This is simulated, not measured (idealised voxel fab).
voxel self aligned vias: a process module
Pictured: cross-section cut, 250 nm wide, on a grid of 5 nm square cells.
Cross-section, as written here: a square-cell grid given band by band from the top down, where a band holds one or more rows of cells. It is stipulated that each band's entry specify, in nanometres, the height of the top of the band and then that of its bottom, followed by the materials of the band in left-to-right sequence, each together with its width in nanometres. A single material marked by the word "everywhere" is understood to fill the band from edge to edge; the word "air" is understood to denote empty space. A quick word on heights: they are counted from 0, and under that level the wafer as it came to us is one material throughout. The lowest band is different from the rest in having no bottom; it simply continues downward, written as in "0 down". Width: "30..40" (first number = top row, second number = bottom row, same change from row to row of cells). Step marked "everything unchanged"? Then no cell in the cross-section changed in it. Closed void list: empty space of 8 cells or more with no open way to the top, each as width x height at its distance from the left edge, in nm. Heads up: the bit after the settings on a step's line is the simulator's remark on that step. When a step includes a mask, the "overlay nm" setting on its line states how far to the right of its planned place that mask lay, and negative values state how far to the left.

Process steps - plan:
step 1: op RECEIVE | material Si
step 2: op CONFORMAL_DEP | material SiO2 | thk nm 15
step 3: op CONFORMAL_DEP | material SiCN | thk nm 5
step 4: op DIRECTIONAL_DEP | material lowk | thk nm 25
step 5: op PATTERN | tone open | mask id LINES | material resist | width nm 20 | pitch nm 55 | thk nm 20 | overlay nm 0
step 6: op DIRECTIONAL_ETCH | etch materials lowk | depth nm 25
step 7: op STRIP | etch materials resist
step 8: op CONFORMAL_DEP | material TiN | thk nm 5
step 9: op FILL_DEP | material W | thk nm 5
step 10: op CMP | height nm 45
step 11: op SELECTIVE_ETCH | etch materials W Ru TiN | depth nm 5
step 12: op FILL_DEP | material SiN | thk nm 10
step 13: op CMP | height nm 45
step 14: op DIRECTIONAL_DEP | material lowk | thk nm 20
step 15: op DIRECTIONAL_DEP | material aC | thk nm 10
step 16: op PATTERN | tone open | mask id VIAS | material resist | width nm 40 | pitch nm 55 | thk nm 25 | overlay nm 0
step 17: op DIRECTIONAL_ETCH | etch materials aC | depth nm 10
step 18: op STRIP | etch materials resist
step 19: op DIRECTIONAL_ETCH | etch materials lowk | depth nm 20
step 20: op DIRECTIONAL_ETCH | etch materials SiN | depth nm 5
step 21: op STRIP | etch materials aC
step 22: op CONFORMAL_DEP | material TiN | thk nm 5
step 23: op FILL_DEP | material Ru | thk nm 10
step 24: op CMP | height nm 65
step 25: op CONFORMAL_DEP | material SiCN | thk nm 5

Cross-section of the wafer as it came to us, i.e., already through step 1:
* 0 down: Si everywhere
* Closed void list: none

Cross-section: first of two wafers, module finished, run according to plan:
* 70 to 65: SiCN everywhere
* 65 to 50: lowk 50, then TiN 5, then Ru 30, then TiN 5, then lowk 15, then TiN 5, then Ru 30, then TiN 5, then lowk 15, then TiN 5, then Ru 30, then TiN 5, then lowk 50
* 50 to 45: lowk 50, then TiN 15, then Ru 10, then TiN 15, then lowk 15, then TiN 15, then Ru 10, then TiN 15, then lowk 15, then TiN 15, then Ru 10, then TiN 15, then lowk 50
* 45 to 40: lowk 60, then TiN 20, then lowk 35, then TiN 20, then lowk 35, then TiN 20, then lowk 60
* 40 to 25: lowk 60, then TiN 5, then W 10, then TiN 5, then lowk 35, then TiN 5, then W 10, then TiN 5, then lowk 35, then TiN 5, then W 10, then TiN 5, then lowk 60
* 25 to 20: lowk 60, then TiN 20, then lowk 35, then TiN 20, then lowk 35, then TiN 20, then lowk 60
* 20 to 15: SiCN everywhere
* 15 to 0: SiO2 everywhere
* 0 down: Si everywhere
* Closed void list: none

Module end: cross-section of wafer two of two. Same start and process plan as the first wafer. One mistake during execution:
* 85 to 80: SiCN everywhere
* 80 to 70: Ru everywhere
* 70 to 65: TiN 55, then Ru 30, then TiN 25, then Ru 30, then TiN 25, then Ru 30, then TiN 55
* 65 to 50: lowk 50, then TiN 5, then Ru 30, then TiN 5, then lowk 15, then TiN 5, then Ru 30, then TiN 5, then lowk 15, then TiN 5, then Ru 30, then TiN 5, then lowk 50
* 50 to 45: lowk 50, then TiN 15, then Ru 10, then TiN 15, then lowk 15, then TiN 15, then Ru 10, then TiN 15, then lowk 15, then TiN 15, then Ru 10, then TiN 15, then lowk 50
* 45 to 40: lowk 60, then TiN 20, then lowk 35, then TiN 20, then lowk 35, then TiN 20, then lowk 60
* 40 to 25: lowk 60, then TiN 5, then W 10, then TiN 5, then lowk 35, then TiN 5, then W 10, then TiN 5, then lowk 35, then TiN 5, then W 10, then TiN 5, then lowk 60
* 25 to 20: lowk 60, then TiN 20, then lowk 35, then TiN 20, then lowk 35, then TiN 20, then lowk 60
* 20 to 15: SiCN everywhere
* 15 to 0: SiO2 everywhere
* 0 down: Si everywhere
* Closed void list: none
In executing the process, a mistake was made relative to the plan: no execution of plan step 24; skipped
Wafer comparison, final, in cells, second relative to first, materials more or fewer: 118 more of Ru; 32 more of TiN
